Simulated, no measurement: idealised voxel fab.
Proc. module: voxel wiring stack
cross-section cut | 290 nm wide | cells 5 nm
In what follows, cross-sections appear as grids of square cells, described through bands that run from the top down, where every band is one or more rows of cells.
Quick guide to a band line: top height, bottom height (nm) up front; then every material left to right with its width in nm. Only one material and it's marked "full width"? Then it fills the band edge to edge. And "empty" just means empty space.
Below 0: as-received wafer, all one material; heights counted from there. Lowest band: no bottom, goes on down, written "0 and below".
The notation "30 to 40" denotes a width that varies across the rows of cells in the band, beginning at the first number in the top row, finishing at the second number in the bottom row, and changing by an identical amount from each row to the next.
"nothing altered" -> step changed no cross-section cell.
Basically, "Encapsulated voids" tells you about the enclosed voids: empty spaces with no open way to the top, 8 cells or bigger, each written width x height at distance, where distance is from the left edge, all in nm.
Step line, after settings: the simulator's comment on this step.
For masked steps, "overlay nm" on the step line gives how far right of plan the mask actually lay; a minus sign means it lay to the left.

The planned process steps are enumerated hereunder:
1) RECEIVE: material Si
2) CONFORMAL_DEP: material SiO2, thk nm 15
3) CONFORMAL_DEP: material SiCN, thk nm 5
4) DIRECTIONAL_DEP: material SiO2, thk nm 20
5) PATTERN: tone open, mask id METAL_1, material resist, width nm 30, pitch nm 50, thk nm 15, overlay nm 0
6) DIRECTIONAL_ETCH: etch materials SiO2, depth nm 20
7) DIRECTIONAL_ETCH: etch materials SiCN, depth nm 5
8) STRIP: etch materials resist
9) CONFORMAL_DEP: material TiN, thk nm 5
10) FILL_DEP: material Cu, thk nm 5
11) CMP: height nm 40
12) EPI: material Ru, thk nm 5
13) FILL_DEP: material SiCN, thk nm 5
14) DIRECTIONAL_DEP: material lowk, thk nm 20
15) DIRECTIONAL_DEP: material aC, thk nm 15
16) PATTERN: tone open, mask id PLUG_1, material resist, width nm 15, pitch nm 50, thk nm 35, overlay nm 0
17) DIRECTIONAL_ETCH: etch materials aC, depth nm 15
18) STRIP: etch materials resist
19) DIRECTIONAL_ETCH: etch materials lowk, depth nm 20
20) DIRECTIONAL_ETCH: etch materials SiCN, depth nm 5
21) STRIP: etch materials aC
22) CONFORMAL_DEP: material TiN, thk nm 5
23) FILL_DEP: material Ru, thk nm 5
24) CMP: height nm 70
25) CONFORMAL_DEP: material SiN, thk nm 5
26) DIRECTIONAL_DEP: material lowk, thk nm 15
27) MASKED_ETCH: tone open, mask id METAL_2, width nm 30, pitch nm 50, etch materials lowk, depth nm 15, overlay nm 0
28) MASKED_ETCH: tone open, mask id METAL_2, width nm 30, pitch nm 50, etch materials SiN, depth nm 5, overlay nm 0
29) CONFORMAL_DEP: material TiN, thk nm 5
30) FILL_DEP: material Cu, thk nm 10
31) CMP: height nm 90
32) CONFORMAL_DEP: material SiCN, thk nm 5

The first wafer of two, processed as planned:

Here's what the wafer looked like in cross-section when it arrived - that's after step 1:
    0 and below | Si full width
    Encapsulated voids: none

So this is the wafer cross-section right after step 2:
    15 down to 0 | SiO2 full width
    Under the height 0 nothing was changed.

So this is the wafer cross-section right after step 3:
    20 down to 15 | SiCN full width
    Under the height 15 nothing was changed.

So this is the wafer cross-section right after step 4:
    40 down to 20 | SiO2 full width
    Under the height 20 nothing was changed.

So this is the wafer cross-section right after step 5:
    55 down to 40 | 55 nm resist  30 nm empty  20 nm resist  30 nm empty  20 nm resist  30 nm empty  20 nm resist  30 nm empty  55 nm resist
    Under the height 40 nothing was changed.

So this is the wafer cross-section right after step 6:
    55 down to 40 | 55 nm resist  30 nm empty  20 nm resist  30 nm empty  20 nm resist  30 nm empty  20 nm resist  30 nm empty  55 nm resist
    40 down to 20 | 55 nm SiO2  30 nm empty  20 nm SiO2  30 nm empty  20 nm SiO2  30 nm empty  20 nm SiO2  30 nm empty  55 nm SiO2
    Under the height 20 nothing was changed.

So this is the wafer cross-section right after step 7:
    55 down to 40 | 55 nm resist  30 nm empty  20 nm resist  30 nm empty  20 nm resist  30 nm empty  20 nm resist  30 nm empty  55 nm resist
    40 down to 20 | 55 nm SiO2  30 nm empty  20 nm SiO2  30 nm empty  20 nm SiO2  30 nm empty  20 nm SiO2  30 nm empty  55 nm SiO2
    20 down to 15 | 55 nm SiCN  30 nm empty  20 nm SiCN  30 nm empty  20 nm SiCN  30 nm empty  20 nm SiCN  30 nm empty  55 nm SiCN
    Under the height 15 nothing was changed.

So this is the wafer cross-section right after step 8:
    40 down to 20 | 55 nm SiO2  30 nm empty  20 nm SiO2  30 nm empty  20 nm SiO2  30 nm empty  20 nm SiO2  30 nm empty  55 nm SiO2
    Under the height 20 nothing was changed.

So this is the wafer cross-section right after step 9:
    45 down to 40 | 60 nm TiN  20 nm empty  30 nm TiN  20 nm empty  30 nm TiN  20 nm empty  30 nm TiN  20 nm empty  60 nm TiN
    40 down to 20 | 55 nm SiO2  5 nm TiN  20 nm empty  5 nm TiN  20 nm SiO2  5 nm TiN  20 nm empty  5 nm TiN  20 nm SiO2  5 nm TiN  20 nm empty  5 nm TiN  20 nm SiO2  5 nm TiN  20 nm empty  5 nm TiN  55 nm SiO2
    20 down to 15 | 55 nm SiCN  30 nm TiN  20 nm SiCN  30 nm TiN  20 nm SiCN  30 nm TiN  20 nm SiCN  30 nm TiN  55 nm SiCN
    Under the height 15 nothing was changed.

So this is the wafer cross-section right after step 10:
    50 down to 45 | Cu full width
    45 down to 40 | 60 nm TiN  20 nm Cu  30 nm TiN  20 nm Cu  30 nm TiN  20 nm Cu  30 nm TiN  20 nm Cu  60 nm TiN
    40 down to 20 | 55 nm SiO2  5 nm TiN  20 nm Cu  5 nm TiN  20 nm SiO2  5 nm TiN  20 nm Cu  5 nm TiN  20 nm SiO2  5 nm TiN  20 nm Cu  5 nm TiN  20 nm SiO2  5 nm TiN  20 nm Cu  5 nm TiN  55 nm SiO2
    Under the height 20 nothing was changed.

So this is the wafer cross-section right after step 11:
    40 down to 20 | 55 nm SiO2  5 nm TiN  20 nm Cu  5 nm TiN  20 nm SiO2  5 nm TiN  20 nm Cu  5 nm TiN  20 nm SiO2  5 nm TiN  20 nm Cu  5 nm TiN  20 nm SiO2  5 nm TiN  20 nm Cu  5 nm TiN  55 nm SiO2
    Under the height 20 nothing was changed.

So this is the wafer cross-section right after step 12:
    45 down to 40 | 50 nm empty  40 nm Ru  10 nm empty  40 nm Ru  10 nm empty  40 nm Ru  10 nm empty  40 nm Ru  50 nm empty
    Under the height 40 nothing was changed.

So this is the wafer cross-section right after step 13:
    50 down to 45 | SiCN full width
    45 down to 40 | 50 nm SiCN  40 nm Ru  10 nm SiCN  40 nm Ru  10 nm SiCN  40 nm Ru  10 nm SiCN  40 nm Ru  50 nm SiCN
    Under the height 40 nothing was changed.

So this is the wafer cross-section right after step 14:
    70 down to 50 | lowk full width
    Under the height 50 nothing was changed.

So this is the wafer cross-section right after step 15:
    85 down to 70 | aC full width
    Under the height 70 nothing was changed.

So this is the wafer cross-section right after step 16:
    120 down to 85 | 55 nm resist  15 nm empty  35 nm resist  15 nm empty  35 nm resist  15 nm empty  35 nm resist  15 nm empty  70 nm resist
    Under the height 85 nothing was changed.

So this is the wafer cross-section right after step 17:
    105 down to 85 | 55 nm resist  15 nm empty  35 nm resist  15 nm empty  35 nm resist  15 nm empty  35 nm resist  15 nm empty  70 nm resist
    85 down to 70 | 55 nm aC  15 nm empty  35 nm aC  15 nm empty  35 nm aC  15 nm empty  35 nm aC  15 nm empty  70 nm aC
    Under the height 70 nothing was changed.

So this is the wafer cross-section right after step 18:
    85 down to 70 | 55 nm aC  15 nm empty  35 nm aC  15 nm empty  35 nm aC  15 nm empty  35 nm aC  15 nm empty  70 nm aC
    Under the height 70 nothing was changed.

So this is the wafer cross-section right after step 19:
    85 down to 70 | 55 nm aC  15 nm empty  35 nm aC  15 nm empty  35 nm aC  15 nm empty  35 nm aC  15 nm empty  70 nm aC
    70 down to 50 | 55 nm lowk  15 nm empty  35 nm lowk  15 nm empty  35 nm lowk  15 nm empty  35 nm lowk  15 nm empty  70 nm lowk
    Under the height 50 nothing was changed.

So this is the wafer cross-section right after step 20:
    85 down to 70 | 55 nm aC  15 nm empty  35 nm aC  15 nm empty  35 nm aC  15 nm empty  35 nm aC  15 nm empty  70 nm aC
    70 down to 50 | 55 nm lowk  15 nm empty  35 nm lowk  15 nm empty  35 nm lowk  15 nm empty  35 nm lowk  15 nm empty  70 nm lowk
    50 down to 45 | 55 nm SiCN  15 nm empty  35 nm SiCN  15 nm empty  35 nm SiCN  15 nm empty  35 nm SiCN  15 nm empty  70 nm SiCN
    Under the height 45 nothing was changed.

So this is the wafer cross-section right after step 21:
    70 down to 50 | 55 nm lowk  15 nm empty  35 nm lowk  15 nm empty  35 nm lowk  15 nm empty  35 nm lowk  15 nm empty  70 nm lowk
    Under the height 50 nothing was changed.

So this is the wafer cross-section right after step 22:
    75 down to 70 | 60 nm TiN  5 nm empty  45 nm TiN  5 nm empty  45 nm TiN  5 nm empty  45 nm TiN  5 nm empty  75 nm TiN
    70 down to 50 | 55 nm lowk  5 nm TiN  5 nm empty  5 nm TiN  35 nm lowk  5 nm TiN  5 nm empty  5 nm TiN  35 nm lowk  5 nm TiN  5 nm empty  5 nm TiN  35 nm lowk  5 nm TiN  5 nm empty  5 nm TiN  70 nm lowk
    50 down to 45 | 55 nm SiCN  15 nm TiN  35 nm SiCN  15 nm TiN  35 nm SiCN  15 nm TiN  35 nm SiCN  15 nm TiN  70 nm SiCN
    Under the height 45 nothing was changed.

So this is the wafer cross-section right after step 23:
    80 down to 75 | Ru full width
    75 down to 70 | 60 nm TiN  5 nm Ru  45 nm TiN  5 nm Ru  45 nm TiN  5 nm Ru  45 nm TiN  5 nm Ru  75 nm TiN
    70 down to 50 | 55 nm lowk  5 nm TiN  5 nm Ru  5 nm TiN  35 nm lowk  5 nm TiN  5 nm Ru  5 nm TiN  35 nm lowk  5 nm TiN  5 nm Ru  5 nm TiN  35 nm lowk  5 nm TiN  5 nm Ru  5 nm TiN  70 nm lowk
    Under the height 50 nothing was changed.

So this is the wafer cross-section right after step 24:
    70 down to 50 | 55 nm lowk  5 nm TiN  5 nm Ru  5 nm TiN  35 nm lowk  5 nm TiN  5 nm Ru  5 nm TiN  35 nm lowk  5 nm TiN  5 nm Ru  5 nm TiN  35 nm lowk  5 nm TiN  5 nm Ru  5 nm TiN  70 nm lowk
    Under the height 50 nothing was changed.

So this is the wafer cross-section right after step 25:
    75 down to 70 | SiN full width
    Under the height 70 nothing was changed.

So this is the wafer cross-section right after step 26:
    90 down to 75 | lowk full width
    Under the height 75 nothing was changed.

So this is the wafer cross-section right after step 27:
    90 down to 75 | 55 nm lowk  30 nm empty  20 nm lowk  30 nm empty  20 nm lowk  30 nm empty  20 nm lowk  30 nm empty  55 nm lowk
    Under the height 75 nothing was changed.

So this is the wafer cross-section right after step 28:
    90 down to 75 | 55 nm lowk  30 nm empty  20 nm lowk  30 nm empty  20 nm lowk  30 nm empty  20 nm lowk  30 nm empty  55 nm lowk
    75 down to 70 | 55 nm SiN  30 nm empty  20 nm SiN  30 nm empty  20 nm SiN  30 nm empty  20 nm SiN  30 nm empty  55 nm SiN
    Under the height 70 nothing was changed.

So this is the wafer cross-section right after step 29:
    95 down to 90 | 60 nm TiN  20 nm empty  30 nm TiN  20 nm empty  30 nm TiN  20 nm empty  30 nm TiN  20 nm empty  60 nm TiN
    90 down to 75 | 55 nm lowk  5 nm TiN  20 nm empty  5 nm TiN  20 nm lowk  5 nm TiN  20 nm empty  5 nm TiN  20 nm lowk  5 nm TiN  20 nm empty  5 nm TiN  20 nm lowk  5 nm TiN  20 nm empty  5 nm TiN  55 nm lowk
    75 down to 70 | 55 nm SiN  30 nm TiN  20 nm SiN  30 nm TiN  20 nm SiN  30 nm TiN  20 nm SiN  30 nm TiN  55 nm SiN
    Under the height 70 nothing was changed.

So this is the wafer cross-section right after step 30:
    105 down to 95 | Cu full width
    95 down to 90 | 60 nm TiN  20 nm Cu  30 nm TiN  20 nm Cu  30 nm TiN  20 nm Cu  30 nm TiN  20 nm Cu  60 nm TiN
    90 down to 75 | 55 nm lowk  5 nm TiN  20 nm Cu  5 nm TiN  20 nm lowk  5 nm TiN  20 nm Cu  5 nm TiN  20 nm lowk  5 nm TiN  20 nm Cu  5 nm TiN  20 nm lowk  5 nm TiN  20 nm Cu  5 nm TiN  55 nm lowk
    Under the height 75 nothing was changed.

So this is the wafer cross-section right after step 31:
    90 down to 75 | 55 nm lowk  5 nm TiN  20 nm Cu  5 nm TiN  20 nm lowk  5 nm TiN  20 nm Cu  5 nm TiN  20 nm lowk  5 nm TiN  20 nm Cu  5 nm TiN  20 nm lowk  5 nm TiN  20 nm Cu  5 nm TiN  55 nm lowk
    Under the height 75 nothing was changed.

So this is the wafer cross-section right after step 32:
    95 down to 90 | SiCN full width
    Under the height 90 nothing was changed.

Wafer two of the pair: same origin, same plan, one error during the run; identical to wafer one up to and including step 1:

Cross-section: second wafer, time at which step 2 was scheduled to end:
    30 down to 0 | SiO2 full width
    Under the height 0 nothing was changed.

Cross-section: second wafer, time at which step 3 was scheduled to end:
    35 down to 30 | SiCN full width
    Under the height 30 nothing was changed.

Cross-section: second wafer, time at which step 4 was scheduled to end:
    55 down to 35 | SiO2 full width
    Under the height 35 nothing was changed.

Cross-section: second wafer, time at which step 5 was scheduled to end:
    70 down to 55 | 55 nm resist  30 nm empty  20 nm resist  30 nm empty  20 nm resist  30 nm empty  20 nm resist  30 nm empty  55 nm resist
    Under the height 55 nothing was changed.

Cross-section: second wafer, time at which step 6 was scheduled to end:
    70 down to 55 | 55 nm resist  30 nm empty  20 nm resist  30 nm empty  20 nm resist  30 nm empty  20 nm resist  30 nm empty  55 nm resist
    55 down to 35 | 55 nm SiO2  30 nm empty  20 nm SiO2  30 nm empty  20 nm SiO2  30 nm empty  20 nm SiO2  30 nm empty  55 nm SiO2
    Under the height 35 nothing was changed.

Cross-section: second wafer, time at which step 7 was scheduled to end:
    70 down to 55 | 55 nm resist  30 nm empty  20 nm resist  30 nm empty  20 nm resist  30 nm empty  20 nm resist  30 nm empty  55 nm resist
    55 down to 35 | 55 nm SiO2  30 nm empty  20 nm SiO2  30 nm empty  20 nm SiO2  30 nm empty  20 nm SiO2  30 nm empty  55 nm SiO2
    35 down to 30 | 55 nm SiCN  30 nm empty  20 nm SiCN  30 nm empty  20 nm SiCN  30 nm empty  20 nm SiCN  30 nm empty  55 nm SiCN
    Under the height 30 nothing was changed.

Cross-section: second wafer, time at which step 8 was scheduled to end:
    55 down to 35 | 55 nm SiO2  30 nm empty  20 nm SiO2  30 nm empty  20 nm SiO2  30 nm empty  20 nm SiO2  30 nm empty  55 nm SiO2
    Under the height 35 nothing was changed.

Cross-section: second wafer, time at which step 9 was scheduled to end:
    60 down to 55 | 60 nm TiN  20 nm empty  30 nm TiN  20 nm empty  30 nm TiN  20 nm empty  30 nm TiN  20 nm empty  60 nm TiN
    55 down to 35 | 55 nm SiO2  5 nm TiN  20 nm empty  5 nm TiN  20 nm SiO2  5 nm TiN  20 nm empty  5 nm TiN  20 nm SiO2  5 nm TiN  20 nm empty  5 nm TiN  20 nm SiO2  5 nm TiN  20 nm empty  5 nm TiN  55 nm SiO2
    35 down to 30 | 55 nm SiCN  30 nm TiN  20 nm SiCN  30 nm TiN  20 nm SiCN  30 nm TiN  20 nm SiCN  30 nm TiN  55 nm SiCN
    Under the height 30 nothing was changed.

Cross-section: second wafer, time at which step 10 was scheduled to end:
    65 down to 60 | Cu full width
    60 down to 55 | 60 nm TiN  20 nm Cu  30 nm TiN  20 nm Cu  30 nm TiN  20 nm Cu  30 nm TiN  20 nm Cu  60 nm TiN
    55 down to 35 | 55 nm SiO2  5 nm TiN  20 nm Cu  5 nm TiN  20 nm SiO2  5 nm TiN  20 nm Cu  5 nm TiN  20 nm SiO2  5 nm TiN  20 nm Cu  5 nm TiN  20 nm SiO2  5 nm TiN  20 nm Cu  5 nm TiN  55 nm SiO2
    Under the height 35 nothing was changed.

Cross-section: second wafer, time at which step 11 was scheduled to end:
    40 down to 35 | 55 nm SiO2  5 nm TiN  20 nm Cu  5 nm TiN  20 nm SiO2  5 nm TiN  20 nm Cu  5 nm TiN  20 nm SiO2  5 nm TiN  20 nm Cu  5 nm TiN  20 nm SiO2  5 nm TiN  20 nm Cu  5 nm TiN  55 nm SiO2
    Under the height 35 nothing was changed.

Cross-section: second wafer, time at which step 12 was scheduled to end:
    45 down to 40 | 50 nm empty  40 nm Ru  10 nm empty  40 nm Ru  10 nm empty  40 nm Ru  10 nm empty  40 nm Ru  50 nm empty
    Under the height 40 nothing was changed.

Cross-section: second wafer, time at which step 13 was scheduled to end:
    50 down to 45 | SiCN full width
    45 down to 40 | 50 nm SiCN  40 nm Ru  10 nm SiCN  40 nm Ru  10 nm SiCN  40 nm Ru  10 nm SiCN  40 nm Ru  50 nm SiCN
    Under the height 40 nothing was changed.

Cross-section: second wafer, time at which step 14 was scheduled to end:
    70 down to 50 | lowk full width
    Under the height 50 nothing was changed.

Cross-section: second wafer, time at which step 15 was scheduled to end:
    85 down to 70 | aC full width
    Under the height 70 nothing was changed.

Cross-section: second wafer, time at which step 16 was scheduled to end:
    120 down to 85 | 55 nm resist  15 nm empty  35 nm resist  15 nm empty  35 nm resist  15 nm empty  35 nm resist  15 nm empty  70 nm resist
    Under the height 85 nothing was changed.

Cross-section: second wafer, time at which step 17 was scheduled to end:
    105 down to 85 | 55 nm resist  15 nm empty  35 nm resist  15 nm empty  35 nm resist  15 nm empty  35 nm resist  15 nm empty  70 nm resist
    85 down to 70 | 55 nm aC  15 nm empty  35 nm aC  15 nm empty  35 nm aC  15 nm empty  35 nm aC  15 nm empty  70 nm aC
    Under the height 70 nothing was changed.

Cross-section: second wafer, time at which step 18 was scheduled to end:
    85 down to 70 | 55 nm aC  15 nm empty  35 nm aC  15 nm empty  35 nm aC  15 nm empty  35 nm aC  15 nm empty  70 nm aC
    Under the height 70 nothing was changed.

Cross-section: second wafer, time at which step 19 was scheduled to end:
    85 down to 70 | 55 nm aC  15 nm empty  35 nm aC  15 nm empty  35 nm aC  15 nm empty  35 nm aC  15 nm empty  70 nm aC
    70 down to 50 | 55 nm lowk  15 nm empty  35 nm lowk  15 nm empty  35 nm lowk  15 nm empty  35 nm lowk  15 nm empty  70 nm lowk
    Under the height 50 nothing was changed.

Cross-section: second wafer, time at which step 20 was scheduled to end:
    85 down to 70 | 55 nm aC  15 nm empty  35 nm aC  15 nm empty  35 nm aC  15 nm empty  35 nm aC  15 nm empty  70 nm aC
    70 down to 50 | 55 nm lowk  15 nm empty  35 nm lowk  15 nm empty  35 nm lowk  15 nm empty  35 nm lowk  15 nm empty  70 nm lowk
    50 down to 45 | 55 nm SiCN  15 nm empty  35 nm SiCN  15 nm empty  35 nm SiCN  15 nm empty  35 nm SiCN  15 nm empty  70 nm SiCN
    Under the height 45 nothing was changed.

Cross-section: second wafer, time at which step 21 was scheduled to end:
    70 down to 50 | 55 nm lowk  15 nm empty  35 nm lowk  15 nm empty  35 nm lowk  15 nm empty  35 nm lowk  15 nm empty  70 nm lowk
    Under the height 50 nothing was changed.

Cross-section: second wafer, time at which step 22 was scheduled to end:
    75 down to 70 | 60 nm TiN  5 nm empty  45 nm TiN  5 nm empty  45 nm TiN  5 nm empty  45 nm TiN  5 nm empty  75 nm TiN
    70 down to 50 | 55 nm lowk  5 nm TiN  5 nm empty  5 nm TiN  35 nm lowk  5 nm TiN  5 nm empty  5 nm TiN  35 nm lowk  5 nm TiN  5 nm empty  5 nm TiN  35 nm lowk  5 nm TiN  5 nm empty  5 nm TiN  70 nm lowk
    50 down to 45 | 55 nm SiCN  15 nm TiN  35 nm SiCN  15 nm TiN  35 nm SiCN  15 nm TiN  35 nm SiCN  15 nm TiN  70 nm SiCN
    Under the height 45 nothing was changed.

Cross-section: second wafer, time at which step 23 was scheduled to end:
    80 down to 75 | Ru full width
    75 down to 70 | 60 nm TiN  5 nm Ru  45 nm TiN  5 nm Ru  45 nm TiN  5 nm Ru  45 nm TiN  5 nm Ru  75 nm TiN
    70 down to 50 | 55 nm lowk  5 nm TiN  5 nm Ru  5 nm TiN  35 nm lowk  5 nm TiN  5 nm Ru  5 nm TiN  35 nm lowk  5 nm TiN  5 nm Ru  5 nm TiN  35 nm lowk  5 nm TiN  5 nm Ru  5 nm TiN  70 nm lowk
    Under the height 50 nothing was changed.

Cross-section: second wafer, time at which step 24 was scheduled to end:
    70 down to 50 | 55 nm lowk  5 nm TiN  5 nm Ru  5 nm TiN  35 nm lowk  5 nm TiN  5 nm Ru  5 nm TiN  35 nm lowk  5 nm TiN  5 nm Ru  5 nm TiN  35 nm lowk  5 nm TiN  5 nm Ru  5 nm TiN  70 nm lowk
    Under the height 50 nothing was changed.

Cross-section: second wafer, time at which step 25 was scheduled to end:
    75 down to 70 | SiN full width
    Under the height 70 nothing was changed.

Cross-section: second wafer, time at which step 26 was scheduled to end:
    90 down to 75 | lowk full width
    Under the height 75 nothing was changed.

Cross-section: second wafer, time at which step 27 was scheduled to end:
    90 down to 75 | 55 nm lowk  30 nm empty  20 nm lowk  30 nm empty  20 nm lowk  30 nm empty  20 nm lowk  30 nm empty  55 nm lowk
    Under the height 75 nothing was changed.

Cross-section: second wafer, time at which step 28 was scheduled to end:
    90 down to 75 | 55 nm lowk  30 nm empty  20 nm lowk  30 nm empty  20 nm lowk  30 nm empty  20 nm lowk  30 nm empty  55 nm lowk
    75 down to 70 | 55 nm SiN  30 nm empty  20 nm SiN  30 nm empty  20 nm SiN  30 nm empty  20 nm SiN  30 nm empty  55 nm SiN
    Under the height 70 nothing was changed.

Cross-section: second wafer, time at which step 29 was scheduled to end:
    95 down to 90 | 60 nm TiN  20 nm empty  30 nm TiN  20 nm empty  30 nm TiN  20 nm empty  30 nm TiN  20 nm empty  60 nm TiN
    90 down to 75 | 55 nm lowk  5 nm TiN  20 nm empty  5 nm TiN  20 nm lowk  5 nm TiN  20 nm empty  5 nm TiN  20 nm lowk  5 nm TiN  20 nm empty  5 nm TiN  20 nm lowk  5 nm TiN  20 nm empty  5 nm TiN  55 nm lowk
    75 down to 70 | 55 nm SiN  30 nm TiN  20 nm SiN  30 nm TiN  20 nm SiN  30 nm TiN  20 nm SiN  30 nm TiN  55 nm SiN
    Under the height 70 nothing was changed.

Cross-section: second wafer, time at which step 30 was scheduled to end:
    105 down to 95 | Cu full width
    95 down to 90 | 60 nm TiN  20 nm Cu  30 nm TiN  20 nm Cu  30 nm TiN  20 nm Cu  30 nm TiN  20 nm Cu  60 nm TiN
    90 down to 75 | 55 nm lowk  5 nm TiN  20 nm Cu  5 nm TiN  20 nm lowk  5 nm TiN  20 nm Cu  5 nm TiN  20 nm lowk  5 nm TiN  20 nm Cu  5 nm TiN  20 nm lowk  5 nm TiN  20 nm Cu  5 nm TiN  55 nm lowk
    Under the height 75 nothing was changed.

Cross-section: second wafer, time at which step 31 was scheduled to end:
    90 down to 75 | 55 nm lowk  5 nm TiN  20 nm Cu  5 nm TiN  20 nm lowk  5 nm TiN  20 nm Cu  5 nm TiN  20 nm lowk  5 nm TiN  20 nm Cu  5 nm TiN  20 nm lowk  5 nm TiN  20 nm Cu  5 nm TiN  55 nm lowk
    Under the height 75 nothing was changed.

Cross-section: second wafer, time at which step 32 was scheduled to end:
    95 down to 90 | SiCN full width
    Under the height 90 nothing was changed.
Which mistake was made when the wafer was run? heads up, step 2 of the plan got done twice
at the end the second wafer has, in cells: -48 Cu, +72 SiO2, -24 TiN
